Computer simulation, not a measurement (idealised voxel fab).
Documented hereafter: the process module known as voxel gate over fins.
Section shown: cut. Width: 160 nm. Cell size: 5 nm, square.
We lay out every cross-section as a grid of square cells and spell it out in bands from the top down, where one band means one or more rows of cells.
Band: top height; bottom height; in nm. Then, left to right: material with width in nm, for each material. "throughout": a single material spanning edge to edge. "blank": empty space.
Ref level 0: as-received wafer is one material below here. Bottom band extends down with no lower bound ("0 -> down").
The expression "30..40" gives the width at the extremes of the band, the first number at its top row of cells and the second at its bottom row, with the width changing by equal amounts from each row to the next in between.
Basically "stayed the same" means that step didn't change any cell in the cross-section.
This entry, "Closed internal voids", enumerates those empty regions of no fewer than 8 cells that possess no open connection to the top. Each region is reported in the form width x height at distance, the distance being taken from the left edge, with all three quantities expressed in nm.
after a step's settings: what the simulator itself notes on the step
The setting "overlay nm" may be written on the line of a step. When the step uses a mask, the value reports how far to the right of the planned place the mask lay, and a negative value reports that it lay to the left.

[This section lists the process steps that were planned]
1,RECEIVE (material Si)
2,CONFORMAL_DEP (material SiN; thk nm 5)
3,PATTERN (tone cover; mask id FINS; material resist; width nm 15; pitch nm 50; thk nm 15; overlay nm 0)
4,DIRECTIONAL_ETCH (etch materials SiN; depth nm 5)
5,DIRECTIONAL_ETCH (etch materials Si; depth nm 40)
6,STRIP (etch materials resist)
7,FILL_DEP (material SiO2; thk nm 15)
8,CMP (height nm 5)
9,DIRECTIONAL_DEP (material aC; thk nm 15)
10,PATTERN (tone open; mask id RAIL; material resist; width nm 15; thk nm 30; overlay nm 0)
11,DIRECTIONAL_ETCH (etch materials aC; depth nm 15)
12,STRIP (etch materials resist)
13,DIRECTIONAL_ETCH (etch materials SiO2; depth nm 40)
14,STRIP (etch materials aC)
15,CONFORMAL_DEP (material TiN; thk nm 5)
16,FILL_DEP (material Ru; thk nm 5)
17,CMP (height nm 5)
18,SELECTIVE_ETCH (etch materials W Ru TiN; depth nm 25)
19,FILL_DEP (material SiO2; thk nm 5)
20,CMP (height nm 5)
21,SELECTIVE_ETCH (etch materials SiO2; depth nm 15)
22,STRIP (etch materials SiN)
23,CONFORMAL_DEP (material HfO2; thk nm 5)
24,CONFORMAL_DEP (material TiN; thk nm 5)
25,CONFORMAL_DEP (material TiAl; thk nm 5)
26,CONFORMAL_DEP (material TiN; thk nm 5)
27,FILL_DEP (material W; thk nm 15)
28,CMP (height nm 30)
29,CONFORMAL_DEP (material SiCN; thk nm 10)

[Cross-section of the incoming wafer, state after step 1]
    0 -> down = Si throughout
    Closed internal voids: none

[Look at the cross-section after the module: the wafer started out the way shown above and the plan was the one shown above, yet one mistake was made along the way]
    40 -> 30 = SiCN throughout
    30 -> 20 = W throughout
    20 -> 15 = TiN 155 nm / W 5 nm
    15 -> 10 = TiN 5 nm / TiAl 45 nm / TiN 5 nm / TiAl 45 nm / TiN 5 nm / TiAl 45 nm / TiN 5 nm / W 5 nm
    10 -> 5 = TiN 5 nm / TiAl 5 nm / TiN 35 nm / TiAl 5 nm / TiN 5 nm / TiAl 5 nm / TiN 35 nm / TiAl 5 nm / TiN 5 nm / TiAl 5 nm / TiN 35 nm / TiAl 5 nm / TiN 10 nm
    5 -> 0 = TiAl 10 nm / TiN 5 nm / HfO2 25 nm / TiN 5 nm / TiAl 15 nm / TiN 5 nm / HfO2 25 nm / TiN 5 nm / TiAl 15 nm / TiN 5 nm / HfO2 25 nm / TiN 5 nm / TiAl 15 nm
    0 -> -5 = TiN 15 nm / HfO2 5 nm / Si 15 nm / HfO2 5 nm / TiN 25 nm / HfO2 5 nm / Si 15 nm / HfO2 5 nm / TiN 25 nm / HfO2 5 nm / Si 15 nm / HfO2 5 nm / TiN 20 nm
    -5 -> -10 = HfO2 20 nm / Si 15 nm / HfO2 35 nm / Si 15 nm / HfO2 35 nm / Si 15 nm / HfO2 25 nm
    -10 -> -20 = SiO2 20 nm / Si 15 nm / SiO2 35 nm / Si 15 nm / SiO2 35 nm / Si 15 nm / SiO2 25 nm
    -20 -> -30 = SiO2 20 nm / Si 15 nm / SiO2 10 nm / TiN 5 nm / Ru 5 nm / TiN 5 nm / SiO2 10 nm / Si 15 nm / SiO2 35 nm / Si 15 nm / SiO2 25 nm
    -30 -> -35 = SiO2 20 nm / Si 15 nm / SiO2 10 nm / TiN 15 nm / SiO2 10 nm / Si 15 nm / SiO2 35 nm / Si 15 nm / SiO2 25 nm
    -35 -> -50 = SiO2 20 nm / Si 15 nm / SiO2 35 nm / Si 15 nm / SiO2 35 nm / Si 15 nm / SiO2 25 nm
    -50 -> down = Si throughout
    Closed internal voids: none
In executing the process, a mistake was made relative to the plan: note that step 5 departed from the planned setting and was carried out as DIRECTIONAL_ETCH (etch materials Si; depth nm 50)
